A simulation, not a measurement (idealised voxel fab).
Process module in this document: voxel local oxidation
Section shown: cut. Width: 260 nm. Cell size: 5 nm, square.
We lay out every cross-section as a grid of square cells and spell it out in bands from the top down, where one band means one or more rows of cells.
It is stipulated that each band's entry specify, in nanometres, the height of the top of the band and then that of its bottom, followed by the materials of the band in left-to-right sequence, each together with its width in nanometres. A single material marked by the word "all across" is understood to fill the band from edge to edge; the word "blank" is understood to denote empty space.
Ref level 0: as-received wafer is one material below here. Bottom band extends down with no lower bound ("0..down").
A two-number width, for instance "30 to 40", indicates that the width is equal to the first number in the top row of the band and to the second number in the bottom row, and that it changes by a constant amount per row of cells.
Step note "no alteration" = no cross-section cell changed.
You'll see "Enclosed void entries" listing empty spaces that have no way open to the top, as long as they're 8 cells or more; the notation is width x height at distance, where the distance is from the left edge, and all of it is in nm.
after a step's settings: what the simulator itself notes on the step
"overlay nm" denotes, for a step that has a mask, the displacement of the mask to the right of its planned place, with negative values corresponding to the left.

### Below is the list of planned process steps
- 1: RECEIVE [material Si]
- 2: OXIDIZE [depth nm 5]
- 3: CONFORMAL_DEP [material SiN] [thk nm 15]
- 4: PATTERN [tone cover] [mask id ACTIVE] [material resist] [width nm 100] [pitch nm 125] [thk nm 20] [overlay nm 0]
- 5: DIRECTIONAL_ETCH [etch materials SiN] [depth nm 15]
- 6: STRIP [etch materials resist]
- 7: SELECTIVE_ETCH [etch materials SiO2] [depth nm 5]
- 8: OXIDIZE [depth nm 15]
- 9: STRIP [etch materials SiN]

### On the first of the two wafers: run conducted according to plan

### as received, after step 1
* 0..down  Si all across
* Enclosed void entries: none

### Upon completion of step 2, the wafer appears in cross-section as shown
* 0..-5  SiO2 all across
* Anything lower than -5 is untouched.

### Upon completion of step 3, the wafer appears in cross-section as shown
* 15..0  SiN all across
* Anything lower than 0 is untouched.

### Upon completion of step 4, the wafer appears in cross-section as shown
* 35..15  blank 15 / resist 100 / blank 25 / resist 100 / blank 20
* Anything lower than 15 is untouched.

### Upon completion of step 5, the wafer appears in cross-section as shown
* 35..15  blank 15 / resist 100 / blank 25 / resist 100 / blank 20
* 15..0  blank 15 / SiN 100 / blank 25 / SiN 100 / blank 20
* Anything lower than 0 is untouched.

### Upon completion of step 6, the wafer appears in cross-section as shown
* 15..0  blank 15 / SiN 100 / blank 25 / SiN 100 / blank 20
* Anything lower than 0 is untouched.

### Upon completion of step 7, the wafer appears in cross-section as shown
* 15..0  blank 15 / SiN 100 / blank 25 / SiN 100 / blank 20
* 0..-5  blank 20 / SiO2 90 / blank 35 / SiO2 90 / blank 25
* Anything lower than -5 is untouched.

### Upon completion of step 8, the wafer appears in cross-section as shown
* 15..0  blank 15 / SiN 100 / blank 25 / SiN 100 / blank 20
* 0..-5  blank 20 / SiO2 90 / blank 35 / SiO2 90 / blank 25
* -5..-20  SiO2 35 / Si 60 / SiO2 65 / Si 60 / SiO2 40
* Anything lower than -20 is untouched.

### Upon completion of step 9, the wafer appears in cross-section as shown
* 0..-5  blank 20 / SiO2 90 / blank 35 / SiO2 90 / blank 25
* Anything lower than -5 is untouched.

### Second wafer. Start and plan as for the first. One mistake made in running. Agrees with the first up to and including step 7

### Cross-section of the second wafer at the time step 8 of the plan should have ended
* 0..-5  blank 20 / SiO2 90 / blank 35 / SiO2 90 / blank 25
* Anything lower than -5 is untouched.

### Cross-section of the second wafer at the time step 9 of the plan should have ended
* 0..-5  blank 20 / SiO2 90 / blank 35 / SiO2 90 / blank 25
* -5..-20  SiO2 35 / Si 60 / SiO2 65 / Si 60 / SiO2 40
* Anything lower than -20 is untouched.
Where did the run depart from the plan? step 8 ran in the slot meant for step 9, and vice versa
It should be noted that the final cross-sections of the two wafers coincide, and the mistake therefore has no effect on the output of this model.
